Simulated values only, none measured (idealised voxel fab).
The process module that follows is named voxel spacer lines.
Cross-sectional view cut (width: 225 nm; square cell size: 5 nm).
This document writes a cross-section as a grid whose cells are square, and gives it as bands, listed from the top down; one or more rows of cells form a band.
Top, bottom (nm), then materials left to right with widths (nm); lone material tagged "everywhere" fills the whole band edge to edge; "blank" = empty space.
Height is counted from the level 0, under which the received wafer is composed throughout of one material. The lowest of the bands is not closed at the bottom but continues downward, in the notation "z 0 and below".
Per-row width for "30->40": begins at first number (top row of band), ends at second number (bottom row), increment between rows held constant.
"changes: none" (step): cross-section cells unchanged, all of them.
The entry titled "Enclosed internal voids" provides the empty spaces that have no open way to the top, restricted to those of 8 cells or more. Each is presented as width x height at distance, the distance being measured from the left edge, with all three in nm.
That trailing text on a step's line, after the settings, is the simulator's own remark on the step.
A step's line can hold "overlay nm"; with a mask on that step, the setting says how far right of the planned place the mask lay, while a negative setting says it lay to the left.

## The process steps that were planned are listed below
1,RECEIVE: material Si
2,CONFORMAL_DEP: material Al2O3, thk nm 10
3,DIRECTIONAL_DEP: material W, thk nm 15
4,DIRECTIONAL_DEP: material aC, thk nm 25
5,PATTERN: tone cover, mask id MANDREL, material resist, width nm 25, pitch nm 80, thk nm 30, overlay nm 0
6,DIRECTIONAL_ETCH: etch materials aC, depth nm 25
7,STRIP: etch materials resist
8,CONFORMAL_DEP: material SiO2, thk nm 15
9,DIRECTIONAL_ETCH: etch materials SiO2, depth nm 15
10,STRIP: etch materials aC
11,DIRECTIONAL_ETCH: etch materials W, depth nm 15
12,STRIP: etch materials SiO2

## Cross-section of the wafer upon arrival, representing the state reached after step 1
* z 0 and below = Si everywhere
* Enclosed internal voids: none

## What the wafer looks like in cross-section after this module, when it starts as shown above and follows the plan above but one mistake is made in running it
* z 15 to 0 = 5 of blank  15 of W  25 of blank  15 of W  25 of blank  15 of W  25 of blank  15 of W  25 of blank  15 of W  25 of blank  15 of W  5 of blank
* z 0 and below = Si everywhere
* Enclosed internal voids: none
Misprocessing identified: step 2 was left out
